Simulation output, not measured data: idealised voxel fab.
Process module under the name voxel gate over fins
Cross-sectional view cut (width: 280 nm; square cell size: 5 nm).
In this document a cross-section is written as a grid of square cells. It is given as a series of bands, listed from the top down, and a band is one or more rows of cells.
In this notation a band is specified by the heights of its top and bottom, in that order and in nm, after which its materials appear from left to right, each paired with its width in nm. The word "edge to edge" attached to a single material means that material fills the band from edge to edge; the word "empty" stands for empty space.
Height reference: 0 = level under which incoming wafer is all one material. Lowest band: no bottom, runs on downward, e.g. "z 0 and below".
The width entry "30 to 40" should be interpreted row by row: the top row of cells in the band takes the first number, the bottom row takes the second number, and the change between adjacent rows is uniform throughout.
When a step is marked "everything unchanged", none of the cells in the cross-section changed during that step.
For the entry "Fully closed voids", the listed items are empty spaces with no open way to the top whose size is 8 cells or more; each item follows the pattern width x height at distance, where distance is from the left edge and all three are in nm.
It should be noted that, on the line of a given step, the content following the step's settings is a remark produced by the simulator itself with respect to that step.
For masked steps, "overlay nm" on the step line gives how far right of plan the mask actually lay; a minus sign means it lay to the left.

So here's the lineup of process steps we planned:
- 1: RECEIVE with material Si
- 2: CONFORMAL_DEP with material SiN, thk nm 5
- 3: PATTERN with tone cover, mask id FINS, material resist, width nm 15, pitch nm 45, thk nm 20, overlay nm 0
- 4: DIRECTIONAL_ETCH with etch materials SiN, depth nm 5
- 5: DIRECTIONAL_ETCH with etch materials Si, depth nm 35
- 6: STRIP with etch materials resist
- 7: FILL_DEP with material SiO2, thk nm 15
- 8: CMP with height nm 5
- 9: SELECTIVE_ETCH with etch materials SiO2, depth nm 20
- 10: STRIP with etch materials SiN
- 11: CONFORMAL_DEP with material HfO2, thk nm 5
- 12: CONFORMAL_DEP with material TiN, thk nm 5
- 13: CONFORMAL_DEP with material TiAl, thk nm 5
- 14: CONFORMAL_DEP with material TiN, thk nm 5
- 15: FILL_DEP with material W, thk nm 10
- 16: CMP with height nm 25
- 17: CONFORMAL_DEP with material SiN, thk nm 10

This is the cross-section of the wafer as we received it, i.e. after step 1:
* z 0 and below  Si edge to edge
* Fully closed voids: none

Starting wafer: above. Plan: above. Run: one mistake. Cross-section after the module: below:
* z 35 to 25  SiN edge to edge
* z 25 to 20  W edge to edge
* z 20 to 15  TiN edge to edge
* z 15 to 10  TiAl edge to edge
* z 10 to 5  TiN edge to edge
* z 5 to 0  115 HfO2 / 5 TiN / 40 HfO2 / 5 TiN / 115 HfO2
* z 0 to -10  110 Si / 5 HfO2 / 5 TiN / 5 HfO2 / 30 Si / 5 HfO2 / 5 TiN / 5 HfO2 / 110 Si
* z -10 to -15  110 Si / 15 HfO2 / 30 Si / 15 HfO2 / 110 Si
* z -15 to -35  110 Si / 15 SiO2 / 30 Si / 15 SiO2 / 110 Si
* z -35 and below  Si edge to edge
* Fully closed voids: none
Plan not followed: not per plan at step 3, really ran PATTERN with tone open, mask id FINS, material resist, width nm 15, pitch nm 45, thk nm 20, overlay nm 0
